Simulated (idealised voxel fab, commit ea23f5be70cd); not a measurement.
Module name: voxel self aligned vias (process module)
The cross-section shown here is cut; it is 290 nm wide and divided into square cells measuring 5 nm on a side.
Heads up, the way a cross-section reads in here is a grid of square cells, handed over as bands from the top down, with every band being one or more rows of cells. The entry gives the band's vertical extent as a top height and a bottom height in nm, then its horizontal make-up as materials from left to right, each with a width in nm. "blank" stands for empty space; a single material marked "everywhere" fills the band edge to edge. The level at which height equals 0 is the one under which the wafer, as it arrives, is entirely one material. No lower edge exists for the bottom band, which continues downward and is notated as in "from 0 down". So if you see something like "30..40" for the width, read it as the top row of the band sitting at the first number and the bottom row at the second, with every row in between moving by the same amount as the last. Where the words "remains unaltered" appear for a step, the cross-section shows no cell changed by that step; every cell remained as before. Heads up: "Enclosed void entries" only lists the empty pockets with no open path to the top that are 8 cells or more, and it writes them as width x height at distance, distance from the left edge, in nm. Read whatever lies past the settings on a step's line as the simulator's own remark about the step. "overlay nm" answers the question of how far to the right of plan the mask lay on a step that has a mask, and when it is negative the answer is to the left.

## The process steps that were planned are listed below
- 1: RECEIVE: material Si
- 2: CONFORMAL_DEP: material SiO2, thk nm 15
- 3: CONFORMAL_DEP: material SiCN, thk nm 5
- 4: DIRECTIONAL_DEP: material SiO2, thk nm 30
- 5: PATTERN: tone open, mask id LINES, material resist, width nm 30, pitch nm 60, thk nm 20, overlay nm 0
- 6: DIRECTIONAL_ETCH: etch materials SiO2, depth nm 30
- 7: STRIP: etch materials resist
- 8: CONFORMAL_DEP: material TiN, thk nm 5
- 9: FILL_DEP: material Ru, thk nm 5
- 10: CMP: height nm 50
- 11: SELECTIVE_ETCH: etch materials W Ru TiN, depth nm 10
- 12: FILL_DEP: material SiN, thk nm 10
- 13: CMP: height nm 50
- 14: DIRECTIONAL_DEP: material SiO2, thk nm 20
- 15: PATTERN: tone open, mask id VIAS, material resist, width nm 40, pitch nm 60, thk nm 20, overlay nm 0
- 16: DIRECTIONAL_ETCH: etch materials SiO2, depth nm 20
- 17: DIRECTIONAL_ETCH: etch materials SiN, depth nm 10
- 18: STRIP: etch materials resist
- 19: CONFORMAL_DEP: material TiN, thk nm 5
- 20: FILL_DEP: material Ru, thk nm 5
- 21: CMP: height nm 70
- 22: CONFORMAL_DEP: material SiN, thk nm 5

## So this is the incoming wafer in cross-section - it's already been through step 1
- from 0 down | Si everywhere
- Enclosed void entries: none

## Cross-sectional result after module completion. Note: starting condition and plan are unchanged from above; one processing mistake was made
- from 75 to 70 | SiN everywhere
- from 70 to 55 | SiO2 105  TiN 5  Ru 30  TiN 5  SiO2 20  TiN 5  Ru 30  TiN 5  SiO2 85
- from 55 to 50 | SiO2 105  TiN 5  Ru 15  TiN 20  SiO2 20  TiN 5  Ru 15  TiN 20  SiO2 85
- from 50 to 45 | SiO2 100  SiN 5  TiN 5  Ru 15  TiN 5  SiO2 30  SiN 5  TiN 5  Ru 15  TiN 5  SiO2 100
- from 45 to 40 | SiO2 100  SiN 5  TiN 25  SiO2 30  SiN 5  TiN 25  SiO2 100
- from 40 to 25 | SiO2 100  TiN 5  Ru 20  TiN 5  SiO2 30  TiN 5  Ru 20  TiN 5  SiO2 100
- from 25 to 20 | SiO2 100  TiN 30  SiO2 30  TiN 30  SiO2 100
- from 20 to 15 | SiCN everywhere
- from 15 to 0 | SiO2 everywhere
- from 0 down | Si everywhere
- Enclosed void entries: none
Nonconformance to the process plan: step 15 ran with different settings than intended, the actual operation and settings being PATTERN: tone open, mask id VIAS, material resist, width nm 40, pitch nm 60, thk nm 20, overlay nm 10
